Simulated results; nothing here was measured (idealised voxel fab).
The document below concerns the process module designated voxel self aligned vias.
Xsec cut, 210 nm wide, square cell size 5 nm.
When this document writes out a cross-section, it uses a grid of square cells and lists it as bands, beginning at the top and moving down, with a band standing for one or more rows of cells. Band entry format. Leading values: height of top, height of bottom, nm. Remainder: materials in left-to-right order, each with its width in nm. Special words: "all across" on a single material, which then fills the band edge to edge; "empty", empty space. Counting heights begins at 0, where everything beneath is, in the wafer as received, one material. The lowest band has no bottom; it goes on downwards, as "0..down" shows. Per-row width for "30->40": begins at first number (top row of band), ends at second number (bottom row), increment between rows held constant. Where the words "left unchanged" appear for a step, the cross-section shows no cell changed by that step; every cell remained as before. Each empty space that has no open way to the top and spans at least 8 cells appears under "Enclosed empty spaces" as width x height at distance, the distance counted from the left edge, all in nm. Whatever follows a step's settings on its line is a remark the simulator itself makes about that step. "overlay nm" on a masked step: distance the mask lay right of its planned place, negative for left.
SO HERE'S THE LINEUP OF PROCESS STEPS WE PLANNED
1: RECEIVE (material Si)
2: CONFORMAL_DEP (material SiO2; thk nm 10)
3: CONFORMAL_DEP (material SiCN; thk nm 5)
4: DIRECTIONAL_DEP (material SiO2; thk nm 25)
5: DIRECTIONAL_DEP (material aC; thk nm 15)
6: PATTERN (tone open; mask id LINES; material resist; width nm 20; pitch nm 65; thk nm 30; overlay nm 0)
7: DIRECTIONAL_ETCH (etch materials aC; depth nm 15)
8: STRIP (etch materials resist)
9: DIRECTIONAL_ETCH (etch materials SiO2; depth nm 25)
10: STRIP (etch materials aC)
11: CONFORMAL_DEP (material TiN; thk nm 5)
12: FILL_DEP (material Ru; thk nm 10)
13: CMP (height nm 40)
14: SELECTIVE_ETCH (etch materials W Ru TiN; depth nm 10)
15: FILL_DEP (material SiN; thk nm 5)
16: CMP (height nm 40)
17: DIRECTIONAL_DEP (material SiO2; thk nm 20)
18: MASKED_ETCH (tone open; mask id VIAS; width nm 40; pitch nm 130; etch materials SiO2; depth nm 20; overlay nm 0)
19: MASKED_ETCH (tone open; mask id VIAS; width nm 40; pitch nm 130; etch materials SiN; depth nm 10; overlay nm 0)
20: CONFORMAL_DEP (material TiN; thk nm 5)
21: FILL_DEP (material Cu; thk nm 10)
22: CMP (height nm 60)
23: CONFORMAL_DEP (material SiCN; thk nm 5)
STEP 1 COMPLETE: CROSS-SECTION OF THE WAFER AS RECEIVED
> 0..down  Si all across
> Enclosed empty spaces: none
FIRST WAFER AT THE END, AS PLANNED
> 65..60  SiCN all across
> 60..45  SiO2 20 nm | TiN 5 nm | Cu 30 nm | TiN 5 nm | SiO2 90 nm | TiN 5 nm | Cu 30 nm | TiN 5 nm | SiO2 20 nm
> 45..40  SiO2 20 nm | TiN 15 nm | Cu 10 nm | TiN 15 nm | SiO2 90 nm | TiN 15 nm | Cu 10 nm | TiN 15 nm | SiO2 20 nm
> 40..35  SiO2 30 nm | TiN 5 nm | Cu 10 nm | TiN 5 nm | SiO2 45 nm | SiN 20 nm | SiO2 45 nm | TiN 5 nm | Cu 10 nm | TiN 5 nm | SiO2 30 nm
> 35..30  SiO2 30 nm | TiN 20 nm | SiO2 45 nm | SiN 20 nm | SiO2 45 nm | TiN 20 nm | SiO2 30 nm
> 30..20  SiO2 30 nm | TiN 5 nm | Ru 10 nm | TiN 5 nm | SiO2 45 nm | TiN 5 nm | Ru 10 nm | TiN 5 nm | SiO2 45 nm | TiN 5 nm | Ru 10 nm | TiN 5 nm | SiO2 30 nm
> 20..15  SiO2 30 nm | TiN 20 nm | SiO2 45 nm | TiN 20 nm | SiO2 45 nm | TiN 20 nm | SiO2 30 nm
> 15..10  SiCN all across
> 10..0  SiO2 all across
> 0..down  Si all across
> Enclosed empty spaces: none
CROSS-SECTIONAL IMAGE OF THE SECOND WAFER OF THE TWO FOLLOWING COMPLETION OF THE MODULE. STARTING STATE AND PROCESS PLAN WERE THE SAME AS FOR THE FIRST WAFER; ONE EXECUTION ERROR OCCURRED
> 65..60  SiCN all across
> 60..45  SiO2 20 nm | TiN 5 nm | Cu 30 nm | TiN 5 nm | SiO2 90 nm | TiN 5 nm | Cu 30 nm | TiN 5 nm | SiO2 20 nm
> 45..40  SiO2 20 nm | TiN 40 nm | SiO2 90 nm | TiN 40 nm | SiO2 20 nm
> 40..35  SiCN all across
> 35..0  SiO2 all across
> 0..down  Si all across
> Enclosed empty spaces: none
Deviation noted in wafer processing: steps 3 and 4 got flipped, so each one ran where the other should have
Upon completion, the second wafer contains, in terms of cells, a greater or smaller amount of certain materials than the first wafer: -8 Cu, -12 Ru, -8 SiN, +60 SiO2, -32 TiN
